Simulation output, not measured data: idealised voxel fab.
voxel capacitor over wiring: a process module
It is cross-section cut that appears here, measuring 275 nm in width, its square cells being 5 nm in size.
Heads up, the way a cross-section reads in here is a grid of square cells, handed over as bands from the top down, with every band being one or more rows of cells. Read a band's entry like this: the first values are the height of its top and the height of its bottom in nm, and what follows is the sequence of materials from left to right, each with its width in nm. Note that "blank" is empty space, and that a single material marked "all across" reaches across the band from edge to edge. Beneath 0, the wafer as received is one material, and that level is where height counting begins. The lowest band goes on downward without a bottom; it is written like "0 -> down". Width: "30 to 40" (first number = top row, second number = bottom row, same change from row to row of cells). Key: "no alteration" - step with no changed cell in the cross-section. Voids not open to the top, 8 cells minimum: see "Enclosed cavities". Written width x height at distance; distance is from the left edge; nm. after a step's settings: what the simulator itself notes on the step. overlay nm: where the mask lay relative to plan, measured to the right, on steps with a mask; negatives go left.

The steps planned for the process are as follows
- 1: RECEIVE,material Si
- 2: CONFORMAL_DEP,material SiO2,thk nm 10
- 3: DIRECTIONAL_DEP,material TiN,thk nm 5
- 4: DIRECTIONAL_DEP,material W,thk nm 20
- 5: PATTERN,tone cover,mask id METAL_1,material resist,width nm 30,pitch nm 80,thk nm 20,overlay nm 0
- 6: DIRECTIONAL_ETCH,etch materials W,depth nm 20
- 7: DIRECTIONAL_ETCH,etch materials TiN,depth nm 5
- 8: STRIP,etch materials resist
- 9: FILL_DEP,material lowk,thk nm 10
- 10: CMP,height nm 35
- 11: CONFORMAL_DEP,material SiCN,thk nm 5
- 12: DIRECTIONAL_DEP,material SiO2,thk nm 15
- 13: MASKED_ETCH,tone open,mask id PLUG_1,width nm 15,etch materials SiO2,depth nm 15,overlay nm 0
- 14: MASKED_ETCH,tone open,mask id PLUG_1,width nm 15,etch materials SiCN,depth nm 5,overlay nm 0
- 15: EPI,material Ru,thk nm 10
- 16: EPI,material Ru,thk nm 10
- 17: DIRECTIONAL_DEP,material TiN,thk nm 5
- 18: DIRECTIONAL_DEP,material HfO2,thk nm 5
- 19: DIRECTIONAL_DEP,material TiN,thk nm 5
- 20: DIRECTIONAL_DEP,material aC,thk nm 10
- 21: PATTERN,tone cover,mask id UPPER_PLATE,material resist,width nm 55,thk nm 25,overlay nm 0
- 22: DIRECTIONAL_ETCH,etch materials aC,depth nm 10
- 23: STRIP,etch materials resist
- 24: DIRECTIONAL_ETCH,etch materials TiN,depth nm 5
- 25: DIRECTIONAL_ETCH,etch materials HfO2,depth nm 5
- 26: STRIP,etch materials aC
- 27: MASKED_ETCH,tone cover,mask id LOWER_PLATE,width nm 65,etch materials TiN,depth nm 5,overlay nm 0
- 28: FILL_DEP,material SiO2,thk nm 15
- 29: CMP,height nm 80
- 30: MASKED_ETCH,tone open,mask id PLUG_2,width nm 15,etch materials SiO2,depth nm 10,overlay nm 0
- 31: CONFORMAL_DEP,material TiN,thk nm 5
- 32: FILL_DEP,material Ru,thk nm 10
- 33: CMP,height nm 80
- 34: CONFORMAL_DEP,material SiN,thk nm 5

Concerning the first of two wafers, which was run in accordance with the plan

Cross-section, incoming material, after step 1
	0 -> down | Si all across
	Enclosed cavities: none

Once step 2 is through, the wafer looks like this in cross-section
	10 -> 0 | SiO2 all across
	Rest of section, below 0: as before.

Once step 3 is through, the wafer looks like this in cross-section
	15 -> 10 | TiN all across
	Rest of section, below 10: as before.

Once step 4 is through, the wafer looks like this in cross-section
	35 -> 15 | W all across
	Rest of section, below 15: as before.

Once step 5 is through, the wafer looks like this in cross-section
	55 -> 35 | 80 of blank; 30 of resist; 50 of blank; 30 of resist; 85 of blank
	Rest of section, below 35: as before.

Once step 6 is through, the wafer looks like this in cross-section
	55 -> 35 | 80 of blank; 30 of resist; 50 of blank; 30 of resist; 85 of blank
	35 -> 15 | 80 of blank; 30 of W; 50 of blank; 30 of W; 85 of blank
	Rest of section, below 15: as before.

Once step 7 is through, the wafer looks like this in cross-section
	55 -> 35 | 80 of blank; 30 of resist; 50 of blank; 30 of resist; 85 of blank
	35 -> 15 | 80 of blank; 30 of W; 50 of blank; 30 of W; 85 of blank
	15 -> 10 | 80 of blank; 30 of TiN; 50 of blank; 30 of TiN; 85 of blank
	Rest of section, below 10: as before.

Once step 8 is through, the wafer looks like this in cross-section
	35 -> 15 | 80 of blank; 30 of W; 50 of blank; 30 of W; 85 of blank
	Rest of section, below 15: as before.

Once step 9 is through, the wafer looks like this in cross-section
	45 -> 35 | lowk all across
	35 -> 15 | 80 of lowk; 30 of W; 50 of lowk; 30 of W; 85 of lowk
	15 -> 10 | 80 of lowk; 30 of TiN; 50 of lowk; 30 of TiN; 85 of lowk
	Rest of section, below 10: as before.

Once step 10 is through, the wafer looks like this in cross-section
	35 -> 15 | 80 of lowk; 30 of W; 50 of lowk; 30 of W; 85 of lowk
	Rest of section, below 15: as before.

Once step 11 is through, the wafer looks like this in cross-section
	40 -> 35 | SiCN all across
	Rest of section, below 35: as before.

Once step 12 is through, the wafer looks like this in cross-section
	55 -> 40 | SiO2 all across
	Rest of section, below 40: as before.

Once step 13 is through, the wafer looks like this in cross-section
	55 -> 40 | 95 of SiO2; 15 of blank; 165 of SiO2
	Rest of section, below 40: as before.

Once step 14 is through, the wafer looks like this in cross-section
	55 -> 40 | 95 of SiO2; 15 of blank; 165 of SiO2
	40 -> 35 | 95 of SiCN; 15 of blank; 165 of SiCN
	Rest of section, below 35: as before.

Once step 15 is through, the wafer looks like this in cross-section
	55 -> 45 | 95 of SiO2; 15 of blank; 165 of SiO2
	45 -> 40 | 95 of SiO2; 15 of Ru; 165 of SiO2
	40 -> 35 | 95 of SiCN; 15 of Ru; 165 of SiCN
	Rest of section, below 35: as before.

Once step 16 is through, the wafer looks like this in cross-section
	55 -> 40 | 95 of SiO2; 15 of Ru; 165 of SiO2
	Rest of section, below 40: as before.

Once step 17 is through, the wafer looks like this in cross-section
	60 -> 55 | TiN all across
	Rest of section, below 55: as before.

Once step 18 is through, the wafer looks like this in cross-section
	65 -> 60 | HfO2 all across
	Rest of section, below 60: as before.

Once step 19 is through, the wafer looks like this in cross-section
	70 -> 65 | TiN all across
	Rest of section, below 65: as before.

Once step 20 is through, the wafer looks like this in cross-section
	80 -> 70 | aC all across
	Rest of section, below 70: as before.

Once step 21 is through, the wafer looks like this in cross-section
	105 -> 80 | 95 of blank; 55 of resist; 125 of blank
	Rest of section, below 80: as before.

Once step 22 is through, the wafer looks like this in cross-section
	95 -> 80 | 95 of blank; 55 of resist; 125 of blank
	80 -> 70 | 95 of blank; 55 of aC; 125 of blank
	Rest of section, below 70: as before.

Once step 23 is through, the wafer looks like this in cross-section
	80 -> 70 | 95 of blank; 55 of aC; 125 of blank
	Rest of section, below 70: as before.

Once step 24 is through, the wafer looks like this in cross-section
	80 -> 70 | 95 of blank; 55 of aC; 125 of blank
	70 -> 65 | 95 of blank; 55 of TiN; 125 of blank
	Rest of section, below 65: as before.

Once step 25 is through, the wafer looks like this in cross-section
	80 -> 70 | 95 of blank; 55 of aC; 125 of blank
	70 -> 65 | 95 of blank; 55 of TiN; 125 of blank
	65 -> 60 | 95 of blank; 55 of HfO2; 125 of blank
	Rest of section, below 60: as before.

Once step 26 is through, the wafer looks like this in cross-section
	70 -> 65 | 95 of blank; 55 of TiN; 125 of blank
	Rest of section, below 65: as before.

Once step 27 is through, the wafer looks like this in cross-section
	70 -> 65 | 95 of blank; 55 of TiN; 125 of blank
	65 -> 60 | 95 of blank; 55 of HfO2; 125 of blank
	60 -> 55 | 90 of blank; 65 of TiN; 120 of blank
	Rest of section, below 55: as before.

Once step 28 is through, the wafer looks like this in cross-section
	85 -> 70 | SiO2 all across
	70 -> 65 | 95 of SiO2; 55 of TiN; 125 of SiO2
	65 -> 60 | 95 of SiO2; 55 of HfO2; 125 of SiO2
	60 -> 55 | 90 of SiO2; 65 of TiN; 120 of SiO2
	Rest of section, below 55: as before.

Once step 29 is through, the wafer looks like this in cross-section
	80 -> 70 | SiO2 all across
	Rest of section, below 70: as before.

Once step 30 is through, the wafer looks like this in cross-section
	80 -> 70 | 105 of SiO2; 15 of blank; 155 of SiO2
	Rest of section, below 70: as before.

Once step 31 is through, the wafer looks like this in cross-section
	85 -> 80 | 110 of TiN; 5 of blank; 160 of TiN
	80 -> 75 | 105 of SiO2; 5 of TiN; 5 of blank; 5 of TiN; 155 of SiO2
	75 -> 65 | 105 to 95 of SiO2; 15 to 55 of TiN; 155 to 125 of SiO2
	Rest of section, below 65: as before.

Once step 32 is through, the wafer looks like this in cross-section
	95 -> 85 | Ru all across
	85 -> 80 | 110 of TiN; 5 of Ru; 160 of TiN
	80 -> 75 | 105 of SiO2; 5 of TiN; 5 of Ru; 5 of TiN; 155 of SiO2
	Rest of section, below 75: as before.

Once step 33 is through, the wafer looks like this in cross-section
	80 -> 75 | 105 of SiO2; 5 of TiN; 5 of Ru; 5 of TiN; 155 of SiO2
	Rest of section, below 75: as before.

Once step 34 is through, the wafer looks like this in cross-section
	85 -> 80 | SiN all across
	Rest of section, below 80: as before.

It is to be noted that the second wafer proceeded from the same initial state and according to the same plan as the first, although one mistake was committed in its execution; through step 11, inclusive, the two wafers share an identical history

Planned end of step 12: second wafer, cross-section
	70 -> 40 | SiO2 all across
	Rest of section, below 40: as before.

Planned end of step 13: second wafer, cross-section
	70 -> 55 | 95 of SiO2; 15 of blank; 165 of SiO2
	Rest of section, below 55: as before.

Planned end of step 14: second wafer, cross-section: no alteration

Planned end of step 15: second wafer, cross-section: no alteration

Planned end of step 16: second wafer, cross-section: no alteration

Planned end of step 17: second wafer, cross-section
	75 -> 70 | 95 of TiN; 15 of blank; 165 of TiN
	70 -> 60 | 95 of SiO2; 15 of blank; 165 of SiO2
	60 -> 55 | 95 of SiO2; 15 of TiN; 165 of SiO2
	Rest of section, below 55: as before.

Planned end of step 18: second wafer, cross-section
	80 -> 75 | 95 of HfO2; 15 of blank; 165 of HfO2
	75 -> 70 | 95 of TiN; 15 of blank; 165 of TiN
	70 -> 65 | 95 of SiO2; 15 of blank; 165 of SiO2
	65 -> 60 | 95 of SiO2; 15 of HfO2; 165 of SiO2
	Rest of section, below 60: as before.

Planned end of step 19: second wafer, cross-section
	85 -> 80 | 95 of TiN; 15 of blank; 165 of TiN
	80 -> 75 | 95 of HfO2; 15 of blank; 165 of HfO2
	75 -> 70 | 95 of TiN; 15 of blank; 165 of TiN
	70 -> 65 | 95 of SiO2; 15 of TiN; 165 of SiO2
	Rest of section, below 65: as before.

Planned end of step 20: second wafer, cross-section
	95 -> 85 | 95 of aC; 15 of blank; 165 of aC
	85 -> 80 | 95 of TiN; 15 of blank; 165 of TiN
	80 -> 75 | 95 of HfO2; 15 of aC; 165 of HfO2
	75 -> 70 | 95 of TiN; 15 of aC; 165 of TiN
	Rest of section, below 70: as before.

Planned end of step 21: second wafer, cross-section
	120 -> 95 | 95 of blank; 55 of resist; 125 of blank
	95 -> 85 | 95 of aC; 15 of resist; 165 of aC
	85 -> 80 | 95 of TiN; 15 of resist; 165 of TiN
	Rest of section, below 80: as before.

Planned end of step 22: second wafer, cross-section
	110 -> 95 | 95 of blank; 55 of resist; 125 of blank
	95 -> 85 | 95 of blank; 15 of resist; 40 of aC; 125 of blank
	Rest of section, below 85: as before.

Planned end of step 23: second wafer, cross-section
	95 -> 85 | 110 of blank; 40 of aC; 125 of blank
	85 -> 80 | 95 of TiN; 15 of blank; 165 of TiN
	Rest of section, below 80: as before.

Planned end of step 24: second wafer, cross-section
	95 -> 85 | 110 of blank; 40 of aC; 125 of blank
	85 -> 80 | 110 of blank; 40 of TiN; 125 of blank
	Rest of section, below 80: as before.

Planned end of step 25: second wafer, cross-section
	95 -> 85 | 110 of blank; 40 of aC; 125 of blank
	85 -> 80 | 110 of blank; 40 of TiN; 125 of blank
	80 -> 75 | 95 of blank; 15 of aC; 40 of HfO2; 125 of blank
	Rest of section, below 75: as before.

Planned end of step 26: second wafer, cross-section
	85 -> 80 | 110 of blank; 40 of TiN; 125 of blank
	80 -> 75 | 110 of blank; 40 of HfO2; 125 of blank
	75 -> 70 | 95 of TiN; 15 of blank; 165 of TiN
	Rest of section, below 70: as before.

Planned end of step 27: second wafer, cross-section
	85 -> 80 | 110 of blank; 40 of TiN; 125 of blank
	80 -> 75 | 110 of blank; 40 of HfO2; 125 of blank
	75 -> 70 | 90 of blank; 5 of TiN; 15 of blank; 45 of TiN; 120 of blank
	Rest of section, below 70: as before.

Planned end of step 28: second wafer, cross-section
	100 -> 85 | SiO2 all across
	85 -> 80 | 110 of SiO2; 40 of TiN; 125 of SiO2
	80 -> 75 | 110 of SiO2; 40 of HfO2; 125 of SiO2
	75 -> 70 | 90 of SiO2; 5 of TiN; 15 of SiO2; 45 of TiN; 120 of SiO2
	Rest of section, below 70: as before.

Planned end of step 29: second wafer, cross-section
	80 -> 75 | 110 of SiO2; 40 of HfO2; 125 of SiO2
	Rest of section, below 75: as before.

Planned end of step 30: second wafer, cross-section
	80 -> 75 | 105 of SiO2; 5 of blank; 40 of HfO2; 125 of SiO2
	75 -> 70 | 90 of SiO2; 5 of TiN; 10 of SiO2; 5 of blank; 45 of TiN; 120 of SiO2
	Rest of section, below 70: as before.

Planned end of step 31: second wafer, cross-section
	85 -> 80 | TiN all across
	80 -> 75 | 105 of SiO2; 5 of TiN; 40 of HfO2; 125 of SiO2
	75 -> 70 | 90 of SiO2; 5 of TiN; 10 of SiO2; 50 of TiN; 120 of SiO2
	Rest of section, below 70: as before.

Planned end of step 32: second wafer, cross-section
	95 -> 85 | Ru all across
	Rest of section, below 85: as before.

Planned end of step 33: second wafer, cross-section
	80 -> 75 | 105 of SiO2; 5 of TiN; 40 of HfO2; 125 of SiO2
	Rest of section, below 75: as before.

Planned end of step 34: second wafer, cross-section
	85 -> 80 | SiN all across
	Rest of section, below 80: as before.
Run error: it should be noted that step 12 of the plan was executed twice
Final wafer comparison in cells, second versus first, more or fewer per material: -13 Ru | +3 SiCN | +21 SiO2 | -11 TiN
